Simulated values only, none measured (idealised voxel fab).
Process module name: voxel capacitor over wiring
In the cross-section labelled cut, the width is 275 nm and each square cell is 5 nm.
Heads up, the way a cross-section reads in here is a grid of square cells, handed over as bands from the top down, with every band being one or more rows of cells.
It is stipulated that each band's entry specify, in nanometres, the height of the top of the band and then that of its bottom, followed by the materials of the band in left-to-right sequence, each together with its width in nanometres. A single material marked by the word "all across" is understood to fill the band from edge to edge; the word "air" is understood to denote empty space.
For the purposes of this specification, 0 denotes the height below which the wafer in its as-received condition is composed wholly of one material, and the lowermost band, lacking a lower limit, extends downward without end, as expressed in "0 and below".
The expression "30..40" gives the width at the extremes of the band, the first number at its top row of cells and the second at its bottom row, with the width changing by equal amounts from each row to the next in between.
Reading "everything unchanged" for a step: not a cell of the cross-section changed in it.
For the entry "Voids, enclosed", the listed items are empty spaces with no open way to the top whose size is 8 cells or more; each item follows the pattern width x height at distance, where distance is from the left edge and all three are in nm.
What comes after the settings on a step's line is commentary from the simulator itself on that step.
On any step carrying a mask, the "overlay nm" setting, if present on the step's line, tells how far right of its planned place the mask lay; negative values point to the left.

So here's the lineup of process steps we planned
step 1: RECEIVE with material Si
step 2: CONFORMAL_DEP with material SiO2, thk nm 15
step 3: DIRECTIONAL_DEP with material TiN, thk nm 5
step 4: DIRECTIONAL_DEP with material W, thk nm 20
step 5: MASKED_ETCH with tone cover, mask id METAL_1, width nm 30, pitch nm 90, etch materials W, depth nm 20, overlay nm 0
step 6: MASKED_ETCH with tone cover, mask id METAL_1, width nm 30, pitch nm 90, etch materials TiN, depth nm 5, overlay nm 0
step 7: CONFORMAL_DEP with material SiN, thk nm 5
step 8: FILL_DEP with material lowk, thk nm 10
step 9: CMP with height nm 40
step 10: CONFORMAL_DEP with material SiCN, thk nm 5
step 11: DIRECTIONAL_DEP with material lowk, thk nm 15
step 12: MASKED_ETCH with tone open, mask id PLUG_1, width nm 15, etch materials lowk, depth nm 15, overlay nm 0
step 13: MASKED_ETCH with tone open, mask id PLUG_1, width nm 15, etch materials SiCN, depth nm 5, overlay nm 0
step 14: EPI with material Ru, thk nm 10
step 15: EPI with material Ru, thk nm 10
step 16: DIRECTIONAL_DEP with material TiN, thk nm 10
step 17: DIRECTIONAL_DEP with material HfO2, thk nm 5
step 18: DIRECTIONAL_DEP with material TiN, thk nm 10
step 19: MASKED_ETCH with tone cover, mask id UPPER_PLATE, width nm 65, etch materials TiN, depth nm 10, overlay nm 0
step 20: MASKED_ETCH with tone cover, mask id UPPER_PLATE, width nm 65, etch materials HfO2, depth nm 5, overlay nm 0
step 21: PATTERN with tone cover, mask id LOWER_PLATE, material resist, width nm 75, thk nm 20, overlay nm 0
step 22: DIRECTIONAL_ETCH with etch materials TiN, depth nm 10
step 23: STRIP with etch materials resist
step 24: FILL_DEP with material SiO2, thk nm 15
step 25: CMP with height nm 95
step 26: DIRECTIONAL_DEP with material aC, thk nm 10
step 27: PATTERN with tone open, mask id PLUG_2, material resist, width nm 15, thk nm 30, overlay nm 0
step 28: DIRECTIONAL_ETCH with etch materials aC, depth nm 10
step 29: STRIP with etch materials resist
step 30: DIRECTIONAL_ETCH with etch materials SiO2, depth nm 10
step 31: STRIP with etch materials aC
step 32: CONFORMAL_DEP with material TiN, thk nm 5
step 33: FILL_DEP with material Ru, thk nm 5
step 34: CMP with height nm 95
step 35: CONFORMAL_DEP with material SiN, thk nm 5

Wafer cross-section on receipt, i.e. after step 1
    0 and below | Si all across
    Voids, enclosed: none

The first of the two wafers as seen in cross-section once the module was finished; processing followed the plan
    100 down to 95 | SiN all across
    95 down to 90 | SiO2 100, then TiN 5, then Ru 5, then TiN 5, then SiO2 160
    90 down to 85 | SiO2 100, then TiN 15, then SiO2 160
    85 down to 75 | SiO2 90, then TiN 65, then SiO2 120
    75 down to 70 | SiO2 90, then HfO2 65, then SiO2 120
    70 down to 60 | SiO2 85, then TiN 75, then SiO2 115
    60 down to 45 | lowk 90, then Ru 15, then lowk 170
    45 down to 40 | SiCN 90, then Ru 15, then SiCN 170
    40 down to 20 | lowk 70, then SiN 5, then W 30, then SiN 5, then lowk 50, then SiN 5, then W 30, then SiN 5, then lowk 75
    20 down to 15 | SiN 75, then TiN 30, then SiN 60, then TiN 30, then SiN 80
    15 down to 0 | SiO2 all across
    0 and below | Si all across
    Voids, enclosed: none

Wafer two (of two), end-of-module cross-section: start = wafer one, plan = wafer one, one run mistake
    100 down to 95 | SiN all across
    95 down to 90 | SiO2 100, then TiN 5, then Ru 5, then TiN 5, then SiO2 160
    90 down to 85 | SiO2 100, then TiN 15, then SiO2 160
    85 down to 75 | SiO2 90, then TiN 65, then SiO2 120
    75 down to 70 | SiO2 90, then HfO2 65, then SiO2 120
    70 down to 60 | SiO2 85, then TiN 75, then SiO2 115
    60 down to 45 | lowk 90, then Ru 15, then lowk 170
    45 down to 40 | SiCN 90, then Ru 15, then SiCN 170
    40 down to 35 | lowk 70, then SiN 5, then W 30, then SiN 5, then lowk 50, then SiN 5, then W 30, then SiN 5, then lowk 75
    35 down to 30 | SiN 75, then TiN 30, then SiN 60, then TiN 30, then SiN 80
    30 down to 0 | SiO2 all across
    0 and below | Si all across
    Voids, enclosed: none
Deviation from plan: plan step 2 ran twice
Final wafer comparison in cells, second versus first, more or fewer per material: SiN: 12 fewer, SiO2: 165 more, W: 36 fewer, lowk: 117 fewer
